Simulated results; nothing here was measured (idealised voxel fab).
Process module under the name voxel trench capacitor
In the cross-section labelled cut, the width is 160 nm and each square cell is 5 nm.
Cross-sections here: square-cell grids, written as top-down lists of bands, a band being one or more rows of cells. Top, bottom (nm), then materials left to right with widths (nm); lone material tagged "throughout" fills the whole band edge to edge; "empty" = empty space. For the purposes of this specification, 0 denotes the height below which the wafer in its as-received condition is composed wholly of one material, and the lowermost band, lacking a lower limit, extends downward without end, as expressed in "0 and below". Read "30..40" as a graded width: first number on top, second number at the bottom, same change between each pair of neighbouring rows. "nothing altered" (step): cross-section cells unchanged, all of them. Basically, "Enclosed void inventory" tells you about the enclosed voids: empty spaces with no open way to the top, 8 cells or bigger, each written width x height at distance, where distance is from the left edge, all in nm. On each step's line, the part that comes after the settings is the simulator's own comment on the step. Each step line may optionally specify "overlay nm", which for a step with a mask gives the rightward distance between the mask's planned place and where it lay, a negative value indicating the leftward direction.

# Process steps (planned)
1: RECEIVE (material Si)
2: CONFORMAL_DEP (material SiN; thk nm 5)
3: DIRECTIONAL_DEP (material aC; thk nm 15)
4: PATTERN (tone open; mask id TRENCH; material resist; width nm 25; pitch nm 45; thk nm 35; overlay nm 0)
5: DIRECTIONAL_ETCH (etch materials aC; depth nm 15)
6: STRIP (etch materials resist)
7: DIRECTIONAL_ETCH (etch materials SiN; depth nm 5)
8: DIRECTIONAL_ETCH (etch materials Si; depth nm 30)
9: STRIP (etch materials aC)
10: CONFORMAL_DEP (material Al2O3; thk nm 5)
11: CONFORMAL_DEP (material TiN; thk nm 5)
12: FILL_DEP (material W; thk nm 10)
13: CMP (height nm 5)

# As received (post step 1): cross-section
  0 and below: Si throughout
  Enclosed void inventory: none

# Below is the wafer in cross-section after the module was completed. It began from the starting point shown above and followed the plan shown above, except that one mistake was made while running it
  5 down to 0: 40 of SiN  5 of Al2O3  5 of TiN  5 of W  5 of TiN  5 of Al2O3  20 of SiN  5 of Al2O3  5 of TiN  5 of W  5 of TiN  5 of Al2O3  50 of SiN
  0 down to -20: 40 of Si  5 of Al2O3  5 of TiN  5 of W  5 of TiN  5 of Al2O3  20 of Si  5 of Al2O3  5 of TiN  5 of W  5 of TiN  5 of Al2O3  50 of Si
  -20 down to -25: 40 of Si  5 of Al2O3  15 of TiN  5 of Al2O3  20 of Si  5 of Al2O3  15 of TiN  5 of Al2O3  50 of Si
  -25 down to -30: 40 of Si  25 of Al2O3  20 of Si  25 of Al2O3  50 of Si
  -30 and below: Si throughout
  Enclosed void inventory: none
Want to know what went wrong? contrary to plan, step 4 was performed as PATTERN (tone open; mask id TRENCH; material resist; width nm 25; pitch nm 45; thk nm 35; overlay nm -5)
